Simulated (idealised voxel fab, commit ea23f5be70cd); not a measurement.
Process module, titled voxel ribs on slabs
Xsec cut, 140 nm wide, square cell size 5 nm.
Notation: cross-section as square-cell grid; stated in bands, top first, going down; one or more cell rows per band.
Top height, bottom height, nm. Materials left to right, width each, nm. Single material + "throughout" = fills band edge to edge. "air" = empty.
The level at which height equals 0 is the one under which the wafer, as it arrives, is entirely one material. No lower edge exists for the bottom band, which continues downward and is notated as in "0 and below".
The two numbers in a width such as "30 to 40" mark its ends across the band: the first belongs to the top row of cells, the second to the bottom row, and from each row to the next the width moves by the same amount.
Given "no change" for a step, no cell of the cross-section differs between before and after that step.
Empty spaces counting at least 8 cells and having no open way to the top are listed in "Non-vented voids". The notation width x height at distance is used for each, the distance being from the left edge and all three values in nm.
On a step's line, text after the settings is the simulator commenting on that step.
overlay nm: mask right of planned place by this much (step with mask). Neg. = left.
THE PLANNED PROCESS STEPS ARE ENUMERATED HEREUNDER
1. RECEIVE | material Si
2. DIRECTIONAL_DEP | material SiO2 | thk nm 25
3. DIRECTIONAL_DEP | material polySi | thk nm 25
4. MASKED_ETCH | tone cover | mask id RIB | width nm 25 | etch materials polySi | depth nm 20 | overlay nm 0
5. MASKED_ETCH | tone cover | mask id SLAB | width nm 85 | etch materials polySi | depth nm 5 | overlay nm 0
6. FILL_DEP | material SiO2 | thk nm 15
7. CMP | height nm 60
8. DIRECTIONAL_DEP | material TiN | thk nm 10
9. MASKED_ETCH | tone cover | mask id HEATER | width nm 35 | etch materials TiN | depth nm 10 | overlay nm 0
10. CONFORMAL_DEP | material SiO2 | thk nm 5
SHOWN IN CROSS-SECTION IS THE WAFER AS RECEIVED, THAT IS, AS IT STANDS AFTER STEP 1
> 0 and below = Si throughout
> Non-vented voids: none
CROSS-SECTION, FIRST OF TWO WAFERS, END OF MODULE, RUN AS PLANNED
> 75 down to 70 = air=45, then SiO2=45, then air=50
> 70 down to 65 = air=45, then SiO2=5, then TiN=35, then SiO2=5, then air=50
> 65 down to 60 = SiO2=50, then TiN=35, then SiO2=55
> 60 down to 50 = SiO2 throughout
> 50 down to 30 = SiO2=55, then polySi=25, then SiO2=60
> 30 down to 25 = SiO2=25, then polySi=85, then SiO2=30
> 25 down to 0 = SiO2 throughout
> 0 and below = Si throughout
> Non-vented voids: none
END OF MODULE, SECOND WAFER, CROSS-SECTION. STARTED LIKE THE FIRST, PLANNED LIKE THE FIRST, RUN WITH ONE MISTAKE
> 75 down to 70 = air=45, then SiO2=45, then air=50
> 70 down to 65 = air=45, then SiO2=5, then TiN=35, then SiO2=5, then air=50
> 65 down to 60 = SiO2=50, then TiN=35, then SiO2=55
> 60 down to 50 = SiO2 throughout
> 50 down to 30 = SiO2=55, then polySi=25, then SiO2=60
> 30 down to 25 = SiO2=25, then polySi=85, then SiO2=30
> 25 down to 0 = TiN throughout
> 0 and below = Si throughout
> Non-vented voids: none
Finding, execution versus plan: not per plan at step 2, really ran DIRECTIONAL_DEP | material TiN | thk nm 25
Cell-count delta at end, second wafer over first, by material: SiO2 -140, TiN +140
